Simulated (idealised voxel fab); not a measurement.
The following process module bears the name voxel air gaps.
Shown is cross-section cut, with a width of 275 nm and square cells of size 5 nm.
In what follows, cross-sections appear as grids of square cells, described through bands that run from the top down, where every band is one or more rows of cells. Top height, bottom height, nm. Materials left to right, width each, nm. Single material + "edge to edge" = fills band edge to edge. "blank" = empty. Beneath 0, the wafer as received is one material, and that level is where height counting begins. The lowest band goes on downward without a bottom; it is written like "z 0 and below". The expression "30->40" gives the width at the extremes of the band, the first number at its top row of cells and the second at its bottom row, with the width changing by equal amounts from each row to the next in between. Step marked "stayed the same"? Then no cell in the cross-section changed in it. "Unvented internal voids" specifies each empty space that is not open to the top and that occupies no fewer than 8 cells, using the form width x height at distance, the distance measured from the left edge and all three quantities in nm. It should be noted that, on the line of a given step, the content following the step's settings is a remark produced by the simulator itself with respect to that step. overlay nm: where the mask lay relative to plan, measured to the right, on steps with a mask; negatives go left.
Intended process steps
step 1: RECEIVE,material Si
step 2: CONFORMAL_DEP,material SiO2,thk nm 10
step 3: CONFORMAL_DEP,material SiCN,thk nm 5
step 4: DIRECTIONAL_DEP,material SiO2,thk nm 35
step 5: PATTERN,tone open,mask id LINES,material resist,width nm 20,pitch nm 50,thk nm 20,overlay nm 0
step 6: DIRECTIONAL_ETCH,etch materials SiO2,depth nm 35
step 7: STRIP,etch materials resist
step 8: CONFORMAL_DEP,material TiN,thk nm 5
step 9: FILL_DEP,material Cu,thk nm 10
step 10: CMP,height nm 50
step 11: EPI,material Ru,thk nm 10
step 12: SELECTIVE_ETCH,etch materials SiO2,depth nm 45
step 13: CONFORMAL_DEP,material SiCN,thk nm 5
As-received wafer cross-section (after step 1)
> z 0 and below | Si edge to edge
> Unvented internal voids: none
Look at the cross-section after the module: the wafer started out the way shown above and the plan was the one shown above, yet one mistake was made along the way
> z 65 to 60 | 50 of blank  150 of SiCN  75 of blank
> z 60 to 50 | 50 of blank  5 of SiCN  40 of Ru  10 of SiCN  40 of Ru  10 of SiCN  40 of Ru  5 of SiCN  75 of blank
> z 50 to 45 | 50 of blank  15 of SiCN  5 of TiN  10 of Cu  5 of TiN  30 of SiCN  5 of TiN  10 of Cu  5 of TiN  30 of SiCN  5 of TiN  10 of Cu  5 of TiN  15 of SiCN  75 of blank
> z 45 to 20 | 60 of blank  5 of SiCN  5 of TiN  10 of Cu  5 of TiN  5 of SiCN  20 of blank  5 of SiCN  5 of TiN  10 of Cu  5 of TiN  5 of SiCN  20 of blank  5 of SiCN  5 of TiN  10 of Cu  5 of TiN  5 of SiCN  85 of blank
> z 20 to 15 | 65 of SiCN  20 of TiN  30 of SiCN  20 of TiN  30 of SiCN  20 of TiN  90 of SiCN
> z 15 to 10 | SiCN edge to edge
> z 10 to 0 | SiO2 edge to edge
> z 0 and below | Si edge to edge
> Unvented internal voids: 20 x 25 at 90; 20 x 25 at 140
What was done differently from what was planned? step 5 was processed under conditions differing from the plan, specifically as PATTERN,tone open,mask id LINES,material resist,width nm 20,pitch nm 50,thk nm 20,overlay nm -10
